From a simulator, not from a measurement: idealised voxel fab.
Process module heading - voxel fin reveal
Pictured: cross-section cut, 215 nm wide, on a grid of 5 nm square cells.
Bands, listed from the top down, are how a cross-section gets written in this document; the cross-section itself is a grid of square cells, and a band is one or more rows of them.
Heights first: top, then bottom, in nm. Then materials, left to right, each with a width in nm. "throughout" on a single material: fills the band edge to edge. "blank": empty space.
We count height from 0. Below that, the starting wafer is all one material. The lowest band never ends at the bottom but goes on down; see "0 -> down" for how that is written.
Top row gets the first number, bottom row gets the second, and each row in between changes by the same step: that is how a band width like "30->40" works.
When a step is marked "changes: none", none of the cells in the cross-section changed during that step.
Entry "Closed void listing" = empty spaces >= 8 cells with no open way to the top; each as width x height at distance, distance from left edge, all nm.
The remark found on a step's line after its settings is issued by the simulator itself and pertains to that step.
The line of a step may include "overlay nm". On a step with a mask, this value is how far to the right of its planned place the mask lay. A negative value means the mask lay to the left.

# List of planned process steps
| 1 | RECEIVE: material Si |
| 2 | CONFORMAL_DEP: material SiN, thk nm 5 |
| 3 | PATTERN: tone cover, mask id FINS, material resist, width nm 15, pitch nm 40, thk nm 15, overlay nm 0 |
| 4 | DIRECTIONAL_ETCH: etch materials SiN, depth nm 5 |
| 5 | DIRECTIONAL_ETCH: etch materials Si, depth nm 40 |
| 6 | STRIP: etch materials resist |
| 7 | FILL_DEP: material SiO2, thk nm 15 |
| 8 | CMP: height nm 5 |
| 9 | SELECTIVE_ETCH: etch materials SiO2, depth nm 15 |
| 10 | STRIP: etch materials SiN |

# First wafer, two in total, run as planned

# as received, after step 1
- 0 -> down = Si throughout
- Closed void listing: none

# After step 2: wafer cross-section
- 5 -> 0 = SiN throughout
- Below 0, the layers are the same as they were.

# After step 3: wafer cross-section
- 20 -> 5 = blank (60); resist (15); blank (25); resist (15); blank (25); resist (15); blank (60)
- Below 5, the layers are the same as they were.

# After step 4: wafer cross-section
- 20 -> 5 = blank (60); resist (15); blank (25); resist (15); blank (25); resist (15); blank (60)
- 5 -> 0 = blank (60); SiN (15); blank (25); SiN (15); blank (25); SiN (15); blank (60)
- Below 0, the layers are the same as they were.

# After step 5: wafer cross-section
- 20 -> 5 = blank (60); resist (15); blank (25); resist (15); blank (25); resist (15); blank (60)
- 5 -> 0 = blank (60); SiN (15); blank (25); SiN (15); blank (25); SiN (15); blank (60)
- 0 -> -40 = blank (60); Si (15); blank (25); Si (15); blank (25); Si (15); blank (60)
- Below -40, the layers are the same as they were.

# After step 6: wafer cross-section
- 5 -> 0 = blank (60); SiN (15); blank (25); SiN (15); blank (25); SiN (15); blank (60)
- Below 0, the layers are the same as they were.

# After step 7: wafer cross-section
- 20 -> 5 = SiO2 throughout
- 5 -> 0 = SiO2 (60); SiN (15); SiO2 (25); SiN (15); SiO2 (25); SiN (15); SiO2 (60)
- 0 -> -40 = SiO2 (60); Si (15); SiO2 (25); Si (15); SiO2 (25); Si (15); SiO2 (60)
- Below -40, the layers are the same as they were.

# After step 8: wafer cross-section
- 5 -> 0 = SiO2 (60); SiN (15); SiO2 (25); SiN (15); SiO2 (25); SiN (15); SiO2 (60)
- Below 0, the layers are the same as they were.

# After step 9: wafer cross-section
- 5 -> 0 = blank (60); SiN (15); blank (25); SiN (15); blank (25); SiN (15); blank (60)
- 0 -> -10 = blank (60); Si (15); blank (25); Si (15); blank (25); Si (15); blank (60)
- Below -10, the layers are the same as they were.

# After step 10: wafer cross-section
- 0 -> -10 = blank (60); Si (15); blank (25); Si (15); blank (25); Si (15); blank (60)
- Below -10, the layers are the same as they were.

# Now the other wafer: same start, same recipe, but we messed up one thing when running it. Up to and including step 2 it's the same as the first one

# The second wafer in cross-section, at the planned close of step 3
- 20 -> 5 = blank (50); resist (15); blank (25); resist (15); blank (25); resist (15); blank (70)
- Below 5, the layers are the same as they were.

# The second wafer in cross-section, at the planned close of step 4
- 20 -> 5 = blank (50); resist (15); blank (25); resist (15); blank (25); resist (15); blank (70)
- 5 -> 0 = blank (50); SiN (15); blank (25); SiN (15); blank (25); SiN (15); blank (70)
- Below 0, the layers are the same as they were.

# The second wafer in cross-section, at the planned close of step 5
- 20 -> 5 = blank (50); resist (15); blank (25); resist (15); blank (25); resist (15); blank (70)
- 5 -> 0 = blank (50); SiN (15); blank (25); SiN (15); blank (25); SiN (15); blank (70)
- 0 -> -40 = blank (50); Si (15); blank (25); Si (15); blank (25); Si (15); blank (70)
- Below -40, the layers are the same as they were.

# The second wafer in cross-section, at the planned close of step 6
- 5 -> 0 = blank (50); SiN (15); blank (25); SiN (15); blank (25); SiN (15); blank (70)
- Below 0, the layers are the same as they were.

# The second wafer in cross-section, at the planned close of step 7
- 20 -> 5 = SiO2 throughout
- 5 -> 0 = SiO2 (50); SiN (15); SiO2 (25); SiN (15); SiO2 (25); SiN (15); SiO2 (70)
- 0 -> -40 = SiO2 (50); Si (15); SiO2 (25); Si (15); SiO2 (25); Si (15); SiO2 (70)
- Below -40, the layers are the same as they were.

# The second wafer in cross-section, at the planned close of step 8
- 5 -> 0 = SiO2 (50); SiN (15); SiO2 (25); SiN (15); SiO2 (25); SiN (15); SiO2 (70)
- Below 0, the layers are the same as they were.

# The second wafer in cross-section, at the planned close of step 9
- 5 -> 0 = blank (50); SiN (15); blank (25); SiN (15); blank (25); SiN (15); blank (70)
- 0 -> -10 = blank (50); Si (15); blank (25); Si (15); blank (25); Si (15); blank (70)
- Below -10, the layers are the same as they were.

# The second wafer in cross-section, at the planned close of step 10
- 0 -> -10 = blank (50); Si (15); blank (25); Si (15); blank (25); Si (15); blank (70)
- Below -10, the layers are the same as they were.
Nonconformance to the process plan: not per plan at step 3, really ran PATTERN: tone cover, mask id FINS, material resist, width nm 15, pitch nm 40, thk nm 15, overlay nm -10
Tallied in cells, the final second wafer holds each material in the same quantity as the first, although not at the same places.
